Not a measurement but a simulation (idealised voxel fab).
process module | voxel self aligned vias
cross-section cut | 170 nm wide | cells 5 nm
A cross-section is a grid of square cells, given in bands from the top down. A band is one or more rows of cells.
Each band's line starts with the height of the band's top and of its bottom, in nm. Then come its materials from left to right, each with its width in nm. One material with "throughout" fills the band from edge to edge. "air" is empty space.
Height 0 is the level under which the wafer as received is all one material. The lowest band goes on downwards, as in "0 down".
A width such as "30 to 40" changes by the same amount from each row of cells to the next, from the band's top row to its bottom row.
"no change" after a step means that no cell of the cross-section changed.
closed voids: empty space of 8 cells or more with no open way to the top, each as width x height at its distance from the left edge, in nm
after a step's settings: what the simulator itself notes on the step
overlay nm, on a step with a mask: how far to the right of its planned place the mask lay; to the left if negative
plan
1 op RECEIVE | material Si
2 op CONFORMAL_DEP | material SiO2 | thk nm 15
3 op CONFORMAL_DEP | material SiCN | thk nm 5
4 op DIRECTIONAL_DEP | material lowk | thk nm 30
5 op PATTERN | tone open | mask id LINES | material resist | width nm 15 | pitch nm 50 | thk nm 20 | overlay nm 0
6 op DIRECTIONAL_ETCH | etch materials lowk | depth nm 30
7 op STRIP | etch materials resist
8 op CONFORMAL_DEP | material TiN | thk nm 5
9 op FILL_DEP | material W | thk nm 5
10 op CMP | height nm 50
11 op SELECTIVE_ETCH | etch materials W Ru TiN | depth nm 5
12 op FILL_DEP | material SiN | thk nm 5
13 op CMP | height nm 50
14 op DIRECTIONAL_DEP | material lowk | thk nm 15
15 op MASKED_ETCH | tone open | mask id VIAS | width nm 35 | pitch nm 100 | etch materials lowk | depth nm 15 | overlay nm 0
16 op MASKED_ETCH | tone open | mask id VIAS | width nm 35 | pitch nm 100 | etch materials SiN | depth nm 5 | overlay nm 0
17 op CONFORMAL_DEP | material TiN | thk nm 5
18 op FILL_DEP | material W | thk nm 10
19 op CMP | height nm 65
20 op CONFORMAL_DEP | material SiN | thk nm 5
varied across the wafers: width nm of step 5. The plan shows the first wafer's value. All wafers start alike
first wafer as received, after step 1
  0 down: Si throughout
  closed voids: none
first wafer at the end, after step 20
  70 to 65: SiN throughout
  65 to 55: lowk 15 | TiN 5 | W 25 | TiN 5 | lowk 65 | TiN 5 | W 25 | TiN 5 | lowk 20
  55 to 50: lowk 15 | TiN 15 | W 5 | TiN 15 | lowk 65 | TiN 15 | W 5 | TiN 15 | lowk 20
  50 to 45: lowk 25 | TiN 15 | lowk 35 | SiN 15 | lowk 35 | TiN 15 | lowk 30
  45 to 25: lowk 25 | TiN 5 | W 5 | TiN 5 | lowk 35 | TiN 5 | W 5 | TiN 5 | lowk 35 | TiN 5 | W 5 | TiN 5 | lowk 30
  25 to 20: lowk 25 | TiN 15 | lowk 35 | TiN 15 | lowk 35 | TiN 15 | lowk 30
  20 to 15: SiCN throughout
  15 to 0: SiO2 throughout
  0 down: Si throughout
  closed voids: none
last wafer at the end
  70 to 65: SiN throughout
  65 to 50: lowk 15 | TiN 5 | W 25 | TiN 5 | lowk 65 | TiN 5 | W 25 | TiN 5 | lowk 20
  50 to 45: lowk 15 | TiN 35 | lowk 15 | SiN 35 | lowk 15 | TiN 35 | lowk 20
  45 to 25: lowk 15 | TiN 5 | W 25 | TiN 5 | lowk 15 | TiN 5 | W 25 | TiN 5 | lowk 15 | TiN 5 | W 25 | TiN 5 | lowk 20
  25 to 20: lowk 15 | TiN 35 | lowk 15 | TiN 35 | lowk 15 | TiN 35 | lowk 20
  20 to 15: SiCN throughout
  15 to 0: SiO2 throughout
  0 down: Si throughout
  closed voids: none
each wafer at the end: cells of each material gained (+) or lost (-) since it was received, then its closed voids
width nm 15 | +34 SiCN | +37 SiN | +102 SiO2 | +59 TiN | +34 W | +210 lowk | closed voids: none
width nm 20 | +34 SiCN | +38 SiN | +102 SiO2 | +62 TiN | +48 W | +192 lowk | closed voids: none
width nm 25 | +34 SiCN | +39 SiN | +102 SiO2 | +65 TiN | +62 W | +174 lowk | closed voids: none
width nm 30 | +34 SiCN | +40 SiN | +102 SiO2 | +68 TiN | +76 W | +156 lowk | closed voids: none
width nm 35 | +34 SiCN | +41 SiN | +102 SiO2 | +71 TiN | +90 W | +138 lowk | closed voids: none
